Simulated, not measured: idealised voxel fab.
Process module under the name voxel local oxidation
The width of the displayed cross-section, cut, is 185 nm; its cells are square, with a size of 5 nm.
When this document writes out a cross-section, it uses a grid of square cells and lists it as bands, beginning at the top and moving down, with a band standing for one or more rows of cells.
The entry gives the band's vertical extent as a top height and a bottom height in nm, then its horizontal make-up as materials from left to right, each with a width in nm. "empty" stands for empty space; a single material marked "edge to edge" fills the band edge to edge.
Heights are expressed relative to 0, this being the level below which the as-received wafer comprises one material exclusively. The lowest band is unbounded in the downward direction and is denoted as in "z 0 and below".
When a width is written as two numbers, as in "30..40", the first number is the width in the top row of cells of the band and the second is the width in its bottom row, and the width changes by the same amount from each row to the next.
"remained unchanged" means the step left every cell of the cross-section as it was.
Under "Closed void table" you'll find the enclosed gaps, the ones with no way out to the top, that are 8 cells or bigger; each reads width x height at distance, with distance counted from the left edge, everything in nm.
Past the settings on a step's line: simulator remark, on that step.
overlay nm: right-of-plan distance of the mask on a masked step; negative values mean left-of-plan.

**These are the steps we planned for the process**
1. op RECEIVE | material Si
2. op CONFORMAL_DEP | material SiO2 | thk nm 5
3. op CONFORMAL_DEP | material SiN | thk nm 10
4. op MASKED_ETCH | tone cover | mask id ACTIVE | width nm 90 | etch materials SiN | depth nm 10 | overlay nm 0
5. op SELECTIVE_ETCH | etch materials SiO2 | depth nm 5
6. op OXIDIZE | depth nm 10
7. op STRIP | etch materials SiN

**Received-state cross-section, reflecting completion of step 1**
- z 0 and below  Si edge to edge
- Closed void table: none

**Looking at the first of two wafers in cross-section at end of module - ran to plan**
- z 5 to 0  empty (50) | SiO2 (80) | empty (55)
- z 0 to -10  SiO2 (60) | Si (60) | SiO2 (65)
- z -10 and below  Si edge to edge
- Closed void table: none

**Cross-sectional view of the second of two wafers upon completion of the module. This wafer shared its starting condition and process plan with the first; one error was made during its execution**
- z 0 to -10  SiO2 (55) | Si (70) | SiO2 (60)
- z -10 and below  Si edge to edge
- Closed void table: none
Finding, execution versus plan: the run left out plan step 2 entirely, so it was never executed
FYI, end of process, the second wafer has more or fewer cells of some materials than the first: +4 Si; -20 SiO2
